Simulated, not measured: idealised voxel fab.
Process module name: voxel self aligned contacts
Each square cell in cross-section cut measures 5 nm, and the section as a whole is 285 nm wide.
Each cross-section below is a grid of square cells, stated as bands in top-down order, with one or more rows of cells making up each band. It is stipulated that each band's entry specify, in nanometres, the height of the top of the band and then that of its bottom, followed by the materials of the band in left-to-right sequence, each together with its width in nanometres. A single material marked by the word "all across" is understood to fill the band from edge to edge; the word "air" is understood to denote empty space. The level at which height equals 0 is the one under which the wafer, as it arrives, is entirely one material. No lower edge exists for the bottom band, which continues downward and is notated as in "0 and below". Top row gets the first number, bottom row gets the second, and each row in between changes by the same step: that is how a band width like "30->40" works. Where a step carries "no alterations made", the cross-section came out of it unchanged, cell for cell. Unvented cavities: empty space of 8 cells or more with no open way to the top, each as width x height at its distance from the left edge, in nm. Post-settings text on a step line: simulator's own remark regarding the step. overlay nm: on a step with a mask, how far right of its planned place the mask lay; negative means left.
## The planned process steps are enumerated hereunder
1,RECEIVE, material Si
2,OXIDIZE, depth nm 5
3,DIRECTIONAL_DEP, material polySi, thk nm 20
4,DIRECTIONAL_DEP, material SiN, thk nm 20
5,DIRECTIONAL_DEP, material aC, thk nm 10
6,PATTERN, tone cover, mask id GATE, material resist, width nm 25, pitch nm 55, thk nm 30, overlay nm 0
7,DIRECTIONAL_ETCH, etch materials aC, depth nm 10
8,STRIP, etch materials resist
9,DIRECTIONAL_ETCH, etch materials SiN, depth nm 20
10,DIRECTIONAL_ETCH, etch materials polySi, depth nm 20
11,STRIP, etch materials aC
12,CONFORMAL_DEP, material SiN, thk nm 5
13,DIRECTIONAL_ETCH, etch materials SiN, depth nm 5
14,FILL_DEP, material SiO2, thk nm 10
15,CMP, height nm 45
16,PATTERN, tone open, mask id CONTACT, material resist, width nm 40, pitch nm 55, thk nm 15, overlay nm 0
17,DIRECTIONAL_ETCH, etch materials SiO2, depth nm 50
18,STRIP, etch materials resist
19,CONFORMAL_DEP, material TiN, thk nm 5
20,FILL_DEP, material W, thk nm 5
21,CMP, height nm 45
22,CONFORMAL_DEP, material SiCN, thk nm 5
## Cross-section of the incoming wafer, state after step 1
    0 and below | Si all across
    Unvented cavities: none
## Cross-section: first of two wafers, module finished, run according to plan
    50 down to 45 | SiCN all across
    45 down to 40 | 95 of SiO2 | 15 of TiN | 10 of W | 15 of TiN | 15 of SiO2 | 15 of TiN | 10 of W | 15 of TiN | 95 of SiO2
    40 down to 20 | 70 of SiO2 | 35 of SiN | 5 of TiN | 10 of W | 5 of TiN | 35 of SiN | 5 of TiN | 10 of W | 5 of TiN | 35 of SiN | 70 of SiO2
    20 down to 0 | 70 of SiO2 | 5 of SiN | 25 of polySi | 5 of SiN | 5 of TiN | 10 of W | 5 of TiN | 5 of SiN | 25 of polySi | 5 of SiN | 5 of TiN | 10 of W | 5 of TiN | 5 of SiN | 25 of polySi | 5 of SiN | 70 of SiO2
    0 down to -5 | 105 of SiO2 | 20 of TiN | 35 of SiO2 | 20 of TiN | 105 of SiO2
    -5 and below | Si all across
    Unvented cavities: none
## Second wafer through the module, sectioned at the end: same beginning and same plan as the first wafer, with one mistake in carrying it out
    55 down to 50 | SiCN all across
    50 down to 45 | 100 of TiN | 30 of W | 25 of TiN | 30 of W | 100 of TiN
    45 down to 40 | 95 of SiO2 | 15 of TiN | 10 of W | 15 of TiN | 15 of SiO2 | 15 of TiN | 10 of W | 15 of TiN | 95 of SiO2
    40 down to 20 | 70 of SiO2 | 35 of SiN | 5 of TiN | 10 of W | 5 of TiN | 35 of SiN | 5 of TiN | 10 of W | 5 of TiN | 35 of SiN | 70 of SiO2
    20 down to 0 | 70 of SiO2 | 5 of SiN | 25 of polySi | 5 of SiN | 5 of TiN | 10 of W | 5 of TiN | 5 of SiN | 25 of polySi | 5 of SiN | 5 of TiN | 10 of W | 5 of TiN | 5 of SiN | 25 of polySi | 5 of SiN | 70 of SiO2
    0 down to -5 | 105 of SiO2 | 20 of TiN | 35 of SiO2 | 20 of TiN | 105 of SiO2
    -5 and below | Si all across
    Unvented cavities: none
So what did we get wrong on this run? step 21 went in with a setting other than planned; the actual run was CMP, height nm 50
Heads up, by the end the second wafer has more or fewer cells of some materials compared to the first: +45 TiN | +12 W
